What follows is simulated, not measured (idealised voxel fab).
Herein follows the process module entitled voxel capacitor over wiring.
230 nm wide, 5 nm square cells: that's cross-section cut.
Throughout this document, each cross-section is represented as a grid of square cells and is presented as a sequence of bands enumerated from the top downward, where a band comprises one or more rows of cells.
First you get the band's top height and its bottom height, in nm, and then the materials it's made of, left to right, with each width in nm. If you see a single material with "throughout", that one covers the band edge to edge. "empty" is empty space.
Heights are measured from 0, the level below which the as-received wafer is all one material; the lowest band has no bottom and continues downward, written as in "z 0 and below".
When a width is written as two numbers, as in "30 to 40", the first number is the width in the top row of cells of the band and the second is the width in its bottom row, and the width changes by the same amount from each row to the next.
For the purposes of this document, the phrase "identical to before" attached to a step denotes that no cell within the cross-section was modified by that step.
Empty spaces counting at least 8 cells and having no open way to the top are listed in "Closed internal voids". The notation width x height at distance is used for each, the distance being from the left edge and all three values in nm.
after a step's settings: what the simulator itself notes on the step
overlay nm: step with mask; distance mask lay right of planned place; negative value = left of planned place.

The steps planned for the process are as follows:
- 1: RECEIVE with material Si
- 2: CONFORMAL_DEP with material SiO2, thk nm 10
- 3: CONFORMAL_DEP with material SiN, thk nm 5
- 4: DIRECTIONAL_DEP with material lowk, thk nm 15
- 5: PATTERN with tone open, mask id METAL_1, material resist, width nm 20, pitch nm 80, thk nm 20, overlay nm 0
- 6: DIRECTIONAL_ETCH with etch materials lowk, depth nm 15
- 7: DIRECTIONAL_ETCH with etch materials SiN, depth nm 5
- 8: STRIP with etch materials resist
- 9: CONFORMAL_DEP with material TiN, thk nm 5
- 10: FILL_DEP with material W, thk nm 10
- 11: CMP with height nm 30
- 12: CONFORMAL_DEP with material SiCN, thk nm 5
- 13: DIRECTIONAL_DEP with material SiO2, thk nm 15
- 14: MASKED_ETCH with tone open, mask id PLUG_1, width nm 15, etch materials SiO2, depth nm 15, overlay nm 0
- 15: MASKED_ETCH with tone open, mask id PLUG_1, width nm 15, etch materials SiCN, depth nm 5, overlay nm 0
- 16: CONFORMAL_DEP with material TiN, thk nm 5
- 17: FILL_DEP with material Ru, thk nm 10
- 18: CMP with height nm 50
- 19: DIRECTIONAL_DEP with material TiN, thk nm 5
- 20: DIRECTIONAL_DEP with material Al2O3, thk nm 5
- 21: DIRECTIONAL_DEP with material TiN, thk nm 5
- 22: MASKED_ETCH with tone cover, mask id UPPER_PLATE, width nm 65, etch materials TiN, depth nm 5, overlay nm 0
- 23: MASKED_ETCH with tone cover, mask id UPPER_PLATE, width nm 65, etch materials Al2O3, depth nm 5, overlay nm 0
- 24: PATTERN with tone cover, mask id LOWER_PLATE, material resist, width nm 75, thk nm 20, overlay nm 0
- 25: DIRECTIONAL_ETCH with etch materials TiN, depth nm 5
- 26: STRIP with etch materials resist
- 27: FILL_DEP with material SiO2, thk nm 15
- 28: CMP with height nm 75
- 29: MASKED_ETCH with tone open, mask id PLUG_2, width nm 15, etch materials SiO2, depth nm 10, overlay nm 0
- 30: CONFORMAL_DEP with material TiN, thk nm 5
- 31: FILL_DEP with material Ru, thk nm 10
- 32: CMP with height nm 75
- 33: CONFORMAL_DEP with material SiN, thk nm 5

Cross-section of the wafer as it came to us, i.e., already through step 1:
- z 0 and below: Si throughout
- Closed internal voids: none

End-of-module cross-section of the first of two wafers, processed as planned:
- z 80 to 75: SiN throughout
- z 75 to 70: SiO2 80 nm, then TiN 5 nm, then Ru 5 nm, then TiN 5 nm, then SiO2 135 nm
- z 70 to 60: SiO2 80 to 70 nm, then TiN 15 to 65 nm, then SiO2 135 to 95 nm
- z 60 to 55: SiO2 70 nm, then Al2O3 65 nm, then SiO2 95 nm
- z 55 to 50: SiO2 65 nm, then TiN 75 nm, then SiO2 90 nm
- z 50 to 35: SiO2 70 nm, then TiN 5 nm, then Ru 5 nm, then TiN 5 nm, then SiO2 145 nm
- z 35 to 30: SiCN 70 nm, then TiN 15 nm, then SiCN 145 nm
- z 30 to 15: lowk 65 nm, then TiN 5 nm, then W 10 nm, then TiN 5 nm, then lowk 60 nm, then TiN 5 nm, then W 10 nm, then TiN 5 nm, then lowk 65 nm
- z 15 to 10: SiN 65 nm, then TiN 20 nm, then SiN 60 nm, then TiN 20 nm, then SiN 65 nm
- z 10 to 0: SiO2 throughout
- z 0 and below: Si throughout
- Closed internal voids: none

Now the second wafer, cross-sectioned at the end of the module. Nothing different at the start, nothing different in the plan compared with the first, just one mistake when it was actually run:
- z 80 to 75: SiN throughout
- z 75 to 65: SiO2 70 to 65 nm, then TiN 65 to 75 nm, then SiO2 95 to 90 nm
- z 65 to 60: TiN throughout
- z 60 to 55: Al2O3 throughout
- z 55 to 50: TiN throughout
- z 50 to 35: SiO2 70 nm, then TiN 5 nm, then Ru 5 nm, then TiN 5 nm, then SiO2 145 nm
- z 35 to 30: SiCN 70 nm, then TiN 15 nm, then SiCN 145 nm
- z 30 to 15: lowk 65 nm, then TiN 5 nm, then W 10 nm, then TiN 5 nm, then lowk 60 nm, then TiN 5 nm, then W 10 nm, then TiN 5 nm, then lowk 65 nm
- z 15 to 10: SiN 65 nm, then TiN 20 nm, then SiN 60 nm, then TiN 20 nm, then SiN 65 nm
- z 10 to 0: SiO2 throughout
- z 0 and below: Si throughout
- Closed internal voids: none
Processing error: note that step 21 departed from the planned setting and was carried out as DIRECTIONAL_DEP with material TiN, thk nm 15
Final difference in cells, second wafer against first, listed per material as more or fewer: Al2O3: 33 more, Ru: 1 fewer, SiO2: 119 fewer, TiN: 87 more
